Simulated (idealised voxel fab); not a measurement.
process module | voxel wiring stack
cross-section cut | 140 nm wide | cells 5 nm
A cross-section is a grid of square cells, given in bands from the top down. A band is one or more rows of cells.
Each band's line starts with the height of the band's top and of its bottom, in nm. Then come its materials from left to right, each with its width in nm. One material with "throughout" fills the band from edge to edge. "air" is empty space.
Height 0 is the level under which the wafer as received is all one material. The lowest band goes on downwards, as in "0 down".
A width such as "30 to 40" changes by the same amount from each row of cells to the next, from the band's top row to its bottom row.
"no change" after a step means that no cell of the cross-section changed.
closed voids: empty space of 8 cells or more with no open way to the top, each as width x height at its distance from the left edge, in nm
after a step's settings: what the simulator itself notes on the step
overlay nm, on a step with a mask: how far to the right of its planned place the mask lay; to the left if negative
plan
1 op RECEIVE | material Si
2 op CONFORMAL_DEP | material SiO2 | thk nm 10
3 op DIRECTIONAL_DEP | material TiN | thk nm 5
4 op DIRECTIONAL_DEP | material W | thk nm 25
5 op MASKED_ETCH | tone cover | mask id METAL_1 | width nm 25 | pitch nm 45 | etch materials W | depth nm 25 | overlay nm 0
6 op MASKED_ETCH | tone cover | mask id METAL_1 | width nm 25 | pitch nm 45 | etch materials TiN | depth nm 5 | overlay nm 0
7 op FILL_DEP | material SiO2 | thk nm 5
8 op CMP | height nm 40
9 op CONFORMAL_DEP | material SiCN | thk nm 5
10 op DIRECTIONAL_DEP | material SiO2 | thk nm 30
11 op PATTERN | tone open | mask id METAL_2_HOLES | material resist | width nm 15 | pitch nm 45 | thk nm 20 | overlay nm 0
12 op DIRECTIONAL_ETCH | etch materials SiO2 | depth nm 30
13 op STRIP | etch materials resist
14 op MASKED_ETCH | tone open | mask id METAL_2 | width nm 15 | pitch nm 45 | etch materials SiO2 | depth nm 20 | overlay nm 0
15 op MASKED_ETCH | tone open | mask id METAL_2 | width nm 25 | pitch nm 45 | etch materials SiCN | depth nm 5 | overlay nm 0
16 op CONFORMAL_DEP | material TiN | thk nm 5
17 op FILL_DEP | material Cu | thk nm 10
18 op CMP | height nm 75
19 op CONFORMAL_DEP | material SiCN | thk nm 5
20 op DIRECTIONAL_DEP | material lowk | thk nm 10
21 op MASKED_ETCH | tone open | mask id PLUG_2 | width nm 15 | pitch nm 45 | etch materials lowk | depth nm 10 | overlay nm 0
22 op MASKED_ETCH | tone open | mask id PLUG_2 | width nm 15 | pitch nm 45 | etch materials SiCN | depth nm 5 | overlay nm 0
23 op EPI | material Ru | thk nm 10
24 op EPI | material Ru | thk nm 5
25 op DIRECTIONAL_DEP | material TiN | thk nm 5
26 op DIRECTIONAL_DEP | material W | thk nm 15
27 op DIRECTIONAL_DEP | material aC | thk nm 15
28 op PATTERN | tone cover | mask id METAL_3 | material resist | width nm 25 | pitch nm 45 | thk nm 30 | overlay nm 0
29 op DIRECTIONAL_ETCH | etch materials aC | depth nm 15
30 op STRIP | etch materials resist
31 op DIRECTIONAL_ETCH | etch materials W | depth nm 15
32 op DIRECTIONAL_ETCH | etch materials TiN | depth nm 5
33 op STRIP | etch materials aC
34 op CONFORMAL_DEP | material SiN | thk nm 5
35 op FILL_DEP | material SiO2 | thk nm 5
36 op CMP | height nm 110
37 op CONFORMAL_DEP | material SiCN | thk nm 5
varied across the wafers: width nm of step 14. The plan shows the first wafer's value. All wafers start alike
first wafer as received, after step 1
  0 down: Si throughout
  closed voids: none
first wafer at the end, after step 37
  115 to 110: SiCN throughout
  110 to 95: SiO2 30 | SiN 5 | W 25 | SiN 5 | SiO2 10 | SiN 5 | W 25 | SiN 5 | SiO2 30
  95 to 90: SiN 35 | TiN 25 | SiN 20 | TiN 25 | SiN 35
  90 to 80: lowk 35 | Ru 15 | lowk 30 | Ru 15 | lowk 45
  80 to 75: SiCN 35 | Ru 15 | SiCN 30 | Ru 15 | SiCN 45
  75 to 60: SiO2 35 | TiN 5 | Cu 10 | TiN 5 | SiO2 25 | TiN 5 | Cu 10 | TiN 5 | SiO2 40
  60 to 55: SiO2 35 | TiN 5 | Cu 5 | TiN 10 | SiO2 25 | TiN 5 | Cu 5 | TiN 10 | SiO2 40
  55 to 45: SiO2 35 | TiN 5 | Cu 5 | TiN 5 | SiO2 30 | TiN 5 | Cu 5 | TiN 5 | SiO2 45
  45 to 40: SiCN 35 | TiN 15 | SiCN 30 | TiN 15 | SiCN 45
  40 to 15: SiO2 35 | W 25 | SiO2 20 | W 25 | SiO2 35
  15 to 10: SiO2 35 | TiN 25 | SiO2 20 | TiN 25 | SiO2 35
  10 to 0: SiO2 throughout
  0 down: Si throughout
  closed voids: none
last wafer at the end
  115 to 110: SiCN throughout
  110 to 95: SiO2 30 | SiN 5 | W 25 | SiN 5 | SiO2 10 | SiN 5 | W 25 | SiN 5 | SiO2 30
  95 to 90: SiN 35 | TiN 25 | SiN 20 | TiN 25 | SiN 35
  90 to 80: lowk 35 | Ru 15 | lowk 30 | Ru 15 | lowk 45
  80 to 75: SiCN 35 | Ru 15 | SiCN 30 | Ru 15 | SiCN 45
  75 to 60: SiO2 35 | TiN 5 | Cu 20 | TiN 5 | SiO2 15 | TiN 5 | Cu 20 | TiN 5 | SiO2 30
  60 to 55: SiO2 35 | TiN 5 | Cu 5 | TiN 20 | SiO2 15 | TiN 5 | Cu 5 | TiN 20 | SiO2 30
  55 to 45: SiO2 35 | TiN 5 | Cu 5 | TiN 5 | SiO2 30 | TiN 5 | Cu 5 | TiN 5 | SiO2 45
  45 to 40: SiCN 35 | TiN 15 | SiCN 30 | TiN 15 | SiCN 45
  40 to 15: SiO2 35 | W 25 | SiO2 20 | W 25 | SiO2 35
  15 to 10: SiO2 35 | TiN 25 | SiO2 20 | TiN 25 | SiO2 35
  10 to 0: SiO2 throughout
  0 down: Si throughout
  closed voids: none
each wafer at the end: cells of each material gained (+) or lost (-) since it was received, then its closed voids
width nm 15 | +18 Cu | +18 Ru | +72 SiCN | +30 SiN | +330 SiO2 | +52 TiN | +80 W | +44 lowk | closed voids: none
width nm 20 | +24 Cu | +18 Ru | +72 SiCN | +30 SiN | +322 SiO2 | +54 TiN | +80 W | +44 lowk | closed voids: none
width nm 25 | +24 Cu | +18 Ru | +72 SiCN | +30 SiN | +322 SiO2 | +54 TiN | +80 W | +44 lowk | closed voids: none
width nm 30 | +30 Cu | +18 Ru | +72 SiCN | +30 SiN | +314 SiO2 | +56 TiN | +80 W | +44 lowk | closed voids: none
